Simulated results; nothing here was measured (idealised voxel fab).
Process module under the name voxel capacitor over wiring
Section shown: cut. Width: 155 nm. Cell size: 5 nm, square.
A cross-section is written here as square cells arranged in a grid, and it is given in bands from the top down, each band taking up one or more rows of cells.
A band entry consists of two parts. The first gives the height of the band's top and the height of its bottom, in nm. The rest lists the band's materials from left to right, each with its width in nm. A single material labelled with the word "throughout" fills the band from edge to edge, and the word "blank" marks empty space.
Zero point of the height axis is 0; under it, received wafer = one material. Lowest band: continues down indefinitely, "z 0 and below".
Graded width ("30->40"): value in top row of band = first number; value in bottom row = second number; row-to-row change constant.
It should be understood that the words "left unchanged", when stated for a given step, signify that the cross-section underwent no change in any of its cells during that step.
"Sealed internal cavities": sealed empty spaces, 8 cells or more, no open way to top, listed width x height at distance, with distance from the left edge and width, height and distance in nm.
after a step's settings: what the simulator itself notes on the step
"overlay nm" answers the question of how far to the right of plan the mask lay on a step that has a mask, and when it is negative the answer is to the left.

Listed below are the process steps as planned:
- 1: RECEIVE, material Si
- 2: CONFORMAL_DEP, material SiO2, thk nm 15
- 3: DIRECTIONAL_DEP, material TiN, thk nm 5
- 4: DIRECTIONAL_DEP, material Ru, thk nm 15
- 5: DIRECTIONAL_DEP, material aC, thk nm 15
- 6: PATTERN, tone cover, mask id METAL_1, material resist, width nm 25, pitch nm 95, thk nm 35, overlay nm 0
- 7: DIRECTIONAL_ETCH, etch materials aC, depth nm 15
- 8: STRIP, etch materials resist
- 9: DIRECTIONAL_ETCH, etch materials Ru, depth nm 15
- 10: DIRECTIONAL_ETCH, etch materials TiN, depth nm 5
- 11: STRIP, etch materials aC
- 12: CONFORMAL_DEP, material SiCN, thk nm 5
- 13: FILL_DEP, material lowk, thk nm 10
- 14: CMP, height nm 35
- 15: CONFORMAL_DEP, material SiCN, thk nm 5
- 16: DIRECTIONAL_DEP, material SiO2, thk nm 20
- 17: DIRECTIONAL_DEP, material aC, thk nm 10
- 18: PATTERN, tone open, mask id PLUG_1, material resist, width nm 15, thk nm 25, overlay nm 0
- 19: DIRECTIONAL_ETCH, etch materials aC, depth nm 10
- 20: STRIP, etch materials resist
- 21: DIRECTIONAL_ETCH, etch materials SiO2, depth nm 20
- 22: DIRECTIONAL_ETCH, etch materials SiCN, depth nm 5
- 23: STRIP, etch materials aC
- 24: EPI, material Ru, thk nm 10
- 25: EPI, material Ru, thk nm 10
- 26: EPI, material Ru, thk nm 5
- 27: DIRECTIONAL_DEP, material TiN, thk nm 10
- 28: DIRECTIONAL_DEP, material Al2O3, thk nm 5
- 29: DIRECTIONAL_DEP, material TiN, thk nm 10
- 30: PATTERN, tone cover, mask id UPPER_PLATE, material resist, width nm 75, thk nm 15, overlay nm -10
- 31: DIRECTIONAL_ETCH, etch materials TiN, depth nm 10
- 32: DIRECTIONAL_ETCH, etch materials Al2O3, depth nm 5
- 33: STRIP, etch materials resist
- 34: DIRECTIONAL_DEP, material aC, thk nm 10
- 35: PATTERN, tone cover, mask id LOWER_PLATE, material resist, width nm 85, thk nm 30, overlay nm 0
- 36: DIRECTIONAL_ETCH, etch materials aC, depth nm 10
- 37: STRIP, etch materials resist
- 38: DIRECTIONAL_ETCH, etch materials TiN, depth nm 10
- 39: STRIP, etch materials aC
- 40: FILL_DEP, material SiO2, thk nm 15
- 41: CMP, height nm 95
- 42: MASKED_ETCH, tone open, mask id PLUG_2, width nm 15, etch materials SiO2, depth nm 10, overlay nm 0
- 43: CONFORMAL_DEP, material TiN, thk nm 5
- 44: FILL_DEP, material W, thk nm 5
- 45: CMP, height nm 95
- 46: CONFORMAL_DEP, material SiCN, thk nm 5
For this document, wafers share an identical start and vary in the step 30 overlay nm; the plan quotes the first wafer's value.

Step 1 complete: as-received cross-section of the first of several wafers:
> z 0 and below = Si throughout
> Sealed internal cavities: none

Each row below is a wafer at the end of the module, listing for every material the number of cells it has gained (+) or lost (-) since it was received, followed by its closed voids:
overlay nm -10 | +15 Al2O3 | +45 Ru | +92 SiCN | +337 SiO2 | +79 TiN | +1 W | +51 lowk | Sealed internal cavities: none
overlay nm -5 | +15 Al2O3 | +45 Ru | +92 SiCN | +337 SiO2 | +79 TiN | +1 W | +51 lowk | Sealed internal cavities: none
overlay nm 0 | +15 Al2O3 | +45 Ru | +92 SiCN | +337 SiO2 | +79 TiN | +1 W | +51 lowk | Sealed internal cavities: none
overlay nm 5 | +15 Al2O3 | +45 Ru | +92 SiCN | +337 SiO2 | +79 TiN | +1 W | +51 lowk | Sealed internal cavities: none
overlay nm 10 | +15 Al2O3 | +45 Ru | +92 SiCN | +337 SiO2 | +79 TiN | +1 W | +51 lowk | Sealed internal cavities: none
overlay nm 15 | +15 Al2O3 | +45 Ru | +92 SiCN | +337 SiO2 | +79 TiN | +1 W | +51 lowk | Sealed internal cavities: none
